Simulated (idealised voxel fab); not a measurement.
Process module name: voxel self aligned vias
Square cell edge 5 nm, section width 290 nm, ID cut.
Reading order for cross-sections: top band down to bottom band. Underlying form: a grid of square cells. Band size: one or more rows of cells.
Quick guide to a band line: top height, bottom height (nm) up front; then every material left to right with its width in nm. Only one material and it's marked "full width"? Then it fills the band edge to edge. And "empty" just means empty space.
Beneath 0, the wafer as received is one material, and that level is where height counting begins. The lowest band goes on downward without a bottom; it is written like "0 and below".
A width given as "30..40" starts at the first number in the band's top row and ends at the second number in its bottom row, shifting by an equal amount at every step from row to row.
For the purposes of this document, the phrase "nothing was modified" attached to a step denotes that no cell within the cross-section was modified by that step.
Enclosed void listing: empty space of 8 cells or more with no open way to the top, each as width x height at its distance from the left edge, in nm
Where a step's line continues beyond its settings, the continuation is a remark by the simulator itself on that step.
When a step includes a mask, the "overlay nm" setting on its line states how far to the right of its planned place that mask lay, and negative values state how far to the left.

Set out below are the planned steps of the process
1,RECEIVE (material Si)
2,CONFORMAL_DEP (material SiO2; thk nm 10)
3,CONFORMAL_DEP (material SiCN; thk nm 5)
4,DIRECTIONAL_DEP (material SiO2; thk nm 20)
5,MASKED_ETCH (tone open; mask id LINES; width nm 25; pitch nm 50; etch materials SiO2; depth nm 20; overlay nm 0)
6,CONFORMAL_DEP (material TiN; thk nm 5)
7,FILL_DEP (material Ru; thk nm 5)
8,CMP (height nm 35)
9,SELECTIVE_ETCH (etch materials W Ru TiN; depth nm 5)
10,FILL_DEP (material SiN; thk nm 10)
11,CMP (height nm 35)
12,DIRECTIONAL_DEP (material SiO2; thk nm 15)
13,DIRECTIONAL_DEP (material aC; thk nm 10)
14,PATTERN (tone open; mask id VIAS; material resist; width nm 35; pitch nm 50; thk nm 30; overlay nm -15)
15,DIRECTIONAL_ETCH (etch materials aC; depth nm 10)
16,STRIP (etch materials resist)
17,DIRECTIONAL_ETCH (etch materials SiO2; depth nm 15)
18,DIRECTIONAL_ETCH (etch materials SiN; depth nm 5)
19,STRIP (etch materials aC)
20,CONFORMAL_DEP (material TiN; thk nm 5)
21,FILL_DEP (material Cu; thk nm 5)
22,CMP (height nm 50)
23,CONFORMAL_DEP (material SiN; thk nm 5)
It is noted that the wafers described herein are identical at the outset and are distinguished by the overlay nm of step 14; the value stated in the plan corresponds to the first wafer.

Step 1 complete: as-received cross-section of the first of several wafers
* 0 and below = Si full width
* Enclosed void listing: none

End of module, by wafer: material-by-material cell gain (+) or loss (-) since receipt, then closed voids
overlay nm -15 | +22 Cu | +12 Ru | +58 SiCN | +62 SiN | +440 SiO2 | +44 TiN | Enclosed void listing: none
overlay nm -10 | +24 Cu | +12 Ru | +58 SiCN | +60 SiN | +440 SiO2 | +44 TiN | Enclosed void listing: none
overlay nm -5 | +26 Cu | +12 Ru | +58 SiCN | +58 SiN | +440 SiO2 | +44 TiN | Enclosed void listing: none
overlay nm 0 | +26 Cu | +12 Ru | +58 SiCN | +58 SiN | +440 SiO2 | +44 TiN | Enclosed void listing: none
overlay nm 5 | +26 Cu | +12 Ru | +58 SiCN | +58 SiN | +440 SiO2 | +44 TiN | Enclosed void listing: none
overlay nm 10 | +24 Cu | +12 Ru | +58 SiCN | +60 SiN | +440 SiO2 | +44 TiN | Enclosed void listing: none
overlay nm 15 | +22 Cu | +12 Ru | +58 SiCN | +62 SiN | +440 SiO2 | +44 TiN | Enclosed void listing: none
